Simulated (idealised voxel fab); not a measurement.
Title: Process Module voxel wiring stack
Xsec cut, 260 nm wide, square cell size 5 nm.
Reading order for cross-sections: top band down to bottom band. Underlying form: a grid of square cells. Band size: one or more rows of cells. Heads up on the band format: heights come first, top then bottom, in nm. After that it's the materials left to right, each with its width in nm. A single material flagged "edge to edge" fills the whole band edge to edge, and "blank" means there's empty space there. Counting heights begins at 0, where everything beneath is, in the wafer as received, one material. The lowest band has no bottom; it goes on downwards, as "from 0 down" shows. It should be noted that a width expressed as "30->40" varies in equal increments from row to row of cells within the band, taking the value of the first number at the top row and that of the second number at the bottom row. Where the words "no modifications" appear for a step, the cross-section shows no cell changed by that step; every cell remained as before. Entry "Listed closed voids" = empty spaces >= 8 cells with no open way to the top; each as width x height at distance, distance from left edge, all nm. Past the settings on a step's line: simulator remark, on that step. "overlay nm" denotes, for a step that has a mask, the displacement of the mask to the right of its planned place, with negative values corresponding to the left.
[The steps planned for the process are as follows]
1) op RECEIVE | material Si
2) op CONFORMAL_DEP | material SiO2 | thk nm 10
3) op DIRECTIONAL_DEP | material TiN | thk nm 5
4) op DIRECTIONAL_DEP | material Ru | thk nm 25
5) op DIRECTIONAL_DEP | material aC | thk nm 10
6) op PATTERN | tone cover | mask id METAL_1 | material resist | width nm 20 | pitch nm 50 | thk nm 25 | overlay nm 0
7) op DIRECTIONAL_ETCH | etch materials aC | depth nm 10
8) op STRIP | etch materials resist
9) op DIRECTIONAL_ETCH | etch materials Ru | depth nm 25
10) op DIRECTIONAL_ETCH | etch materials TiN | depth nm 5
11) op STRIP | etch materials aC
12) op CONFORMAL_DEP | material SiN | thk nm 5
13) op FILL_DEP | material lowk | thk nm 10
14) op CMP | height nm 40
15) op CONFORMAL_DEP | material SiCN | thk nm 5
16) op DIRECTIONAL_DEP | material lowk | thk nm 25
17) op MASKED_ETCH | tone open | mask id METAL_2_HOLES | width nm 15 | pitch nm 50 | etch materials lowk | depth nm 25 | overlay nm 0
18) op PATTERN | tone open | mask id METAL_2 | material resist | width nm 20 | pitch nm 50 | thk nm 20 | overlay nm 0
19) op DIRECTIONAL_ETCH | etch materials lowk | depth nm 15
20) op DIRECTIONAL_ETCH | etch materials SiCN | depth nm 5
21) op STRIP | etch materials resist
22) op CONFORMAL_DEP | material TiN | thk nm 5
23) op FILL_DEP | material Ru | thk nm 5
24) op CMP | height nm 70
25) op CONFORMAL_DEP | material SiCN | thk nm 5
26) op DIRECTIONAL_DEP | material lowk | thk nm 35
27) op PATTERN | tone open | mask id METAL_3 | material resist | width nm 20 | pitch nm 50 | thk nm 20 | overlay nm 0
28) op DIRECTIONAL_ETCH | etch materials lowk | depth nm 20
29) op STRIP | etch materials resist
30) op MASKED_ETCH | tone open | mask id METAL_3_HOLES | width nm 15 | pitch nm 50 | etch materials lowk | depth nm 15 | overlay nm 0
31) op MASKED_ETCH | tone open | mask id METAL_3_HOLES | width nm 15 | pitch nm 50 | etch materials SiCN | depth nm 5 | overlay nm 0
32) op CONFORMAL_DEP | material TiN | thk nm 5
33) op FILL_DEP | material Cu | thk nm 5
34) op CMP | height nm 110
35) op CONFORMAL_DEP | material SiCN | thk nm 5
[As-received wafer cross-section (after step 1)]
from 0 down = Si edge to edge
Listed closed voids: none
[first wafer at the end, as planned]
from 115 to 110 = SiCN edge to edge
from 110 to 95 = 45 lowk, then 5 TiN, then 10 Cu, then 5 TiN, then 30 lowk, then 5 TiN, then 10 Cu, then 5 TiN, then 30 lowk, then 5 TiN, then 10 Cu, then 5 TiN, then 30 lowk, then 5 TiN, then 10 Cu, then 5 TiN, then 45 lowk
from 95 to 90 = 45 lowk, then 5 TiN, then 5 Cu, then 10 TiN, then 30 lowk, then 5 TiN, then 5 Cu, then 10 TiN, then 30 lowk, then 5 TiN, then 5 Cu, then 10 TiN, then 30 lowk, then 5 TiN, then 5 Cu, then 10 TiN, then 45 lowk
from 90 to 75 = 45 lowk, then 5 TiN, then 5 Cu, then 5 TiN, then 35 lowk, then 5 TiN, then 5 Cu, then 5 TiN, then 35 lowk, then 5 TiN, then 5 Cu, then 5 TiN, then 35 lowk, then 5 TiN, then 5 Cu, then 5 TiN, then 50 lowk
from 75 to 70 = 45 SiCN, then 15 TiN, then 35 SiCN, then 15 TiN, then 35 SiCN, then 15 TiN, then 35 SiCN, then 15 TiN, then 50 SiCN
from 70 to 60 = 45 lowk, then 5 TiN, then 10 Ru, then 5 TiN, then 30 lowk, then 5 TiN, then 10 Ru, then 5 TiN, then 30 lowk, then 5 TiN, then 10 Ru, then 5 TiN, then 30 lowk, then 5 TiN, then 10 Ru, then 5 TiN, then 45 lowk
from 60 to 55 = 45 lowk, then 5 TiN, then 5 Ru, then 10 TiN, then 30 lowk, then 5 TiN, then 5 Ru, then 10 TiN, then 30 lowk, then 5 TiN, then 5 Ru, then 10 TiN, then 30 lowk, then 5 TiN, then 5 Ru, then 10 TiN, then 45 lowk
from 55 to 45 = 45 lowk, then 5 TiN, then 5 Ru, then 5 TiN, then 35 lowk, then 5 TiN, then 5 Ru, then 5 TiN, then 35 lowk, then 5 TiN, then 5 Ru, then 5 TiN, then 35 lowk, then 5 TiN, then 5 Ru, then 5 TiN, then 50 lowk
from 45 to 40 = 45 SiCN, then 15 TiN, then 35 SiCN, then 15 TiN, then 35 SiCN, then 15 TiN, then 35 SiCN, then 15 TiN, then 50 SiCN
from 40 to 15 = 40 lowk, then 5 SiN, then 20 Ru, then 5 SiN, then 20 lowk, then 5 SiN, then 20 Ru, then 5 SiN, then 20 lowk, then 5 SiN, then 20 Ru, then 5 SiN, then 20 lowk, then 5 SiN, then 20 Ru, then 5 SiN, then 40 lowk
from 15 to 10 = 45 SiN, then 20 TiN, then 30 SiN, then 20 TiN, then 30 SiN, then 20 TiN, then 30 SiN, then 20 TiN, then 45 SiN
from 10 to 0 = SiO2 edge to edge
from 0 down = Si edge to edge
Listed closed voids: none
[So this is wafer number two of the two, cut at the end of the module - it started where the first did and had the same plan, we just got one thing wrong running it]
from 115 to 110 = SiCN edge to edge
from 110 to 95 = 45 lowk, then 5 TiN, then 10 Cu, then 5 TiN, then 30 lowk, then 5 TiN, then 10 Cu, then 5 TiN, then 30 lowk, then 5 TiN, then 10 Cu, then 5 TiN, then 30 lowk, then 5 TiN, then 10 Cu, then 5 TiN, then 45 lowk
from 95 to 90 = 45 lowk, then 5 TiN, then 5 Cu, then 10 TiN, then 30 lowk, then 5 TiN, then 5 Cu, then 10 TiN, then 30 lowk, then 5 TiN, then 5 Cu, then 10 TiN, then 30 lowk, then 5 TiN, then 5 Cu, then 10 TiN, then 45 lowk
from 90 to 75 = 45 lowk, then 5 TiN, then 5 Cu, then 5 TiN, then 35 lowk, then 5 TiN, then 5 Cu, then 5 TiN, then 35 lowk, then 5 TiN, then 5 Cu, then 5 TiN, then 35 lowk, then 5 TiN, then 5 Cu, then 5 TiN, then 50 lowk
from 75 to 70 = 45 SiCN, then 15 TiN, then 35 SiCN, then 15 TiN, then 35 SiCN, then 15 TiN, then 35 SiCN, then 15 TiN, then 50 SiCN
from 70 to 60 = 45 lowk, then 5 TiN, then 10 Ru, then 5 TiN, then 30 lowk, then 5 TiN, then 10 Ru, then 5 TiN, then 30 lowk, then 5 TiN, then 10 Ru, then 5 TiN, then 30 lowk, then 5 TiN, then 10 Ru, then 5 TiN, then 45 lowk
from 60 to 50 = 45 lowk, then 5 TiN, then 5 Ru, then 10->5 TiN, then 30->35 lowk, then 5 TiN, then 5 Ru, then 10->5 TiN, then 30->35 lowk, then 5 TiN, then 5 Ru, then 10->5 TiN, then 30->35 lowk, then 5 TiN, then 5 Ru, then 10->5 TiN, then 45->50 lowk
from 50 to 45 = 45 lowk, then 15 TiN, then 35 lowk, then 15 TiN, then 35 lowk, then 15 TiN, then 35 lowk, then 15 TiN, then 50 lowk
from 45 to 40 = SiO2 edge to edge
from 40 to 15 = 40 lowk, then 5 SiN, then 20 Ru, then 5 SiN, then 20 lowk, then 5 SiN, then 20 Ru, then 5 SiN, then 20 lowk, then 5 SiN, then 20 Ru, then 5 SiN, then 20 lowk, then 5 SiN, then 20 Ru, then 5 SiN, then 40 lowk
from 15 to 10 = 45 SiN, then 20 TiN, then 30 SiN, then 20 TiN, then 30 SiN, then 20 TiN, then 30 SiN, then 20 TiN, then 45 SiN
from 10 to 0 = SiO2 edge to edge
from 0 down = Si edge to edge
Listed closed voids: none
Diagnosis: note that step 15 departed from the planned setting and was carried out as op CONFORMAL_DEP | material SiO2 | thk nm 5
Per the end-of-run cell counts, the second wafer holds more or fewer of some materials than the first: Ru -4, SiCN -40, SiO2 +52, TiN -8
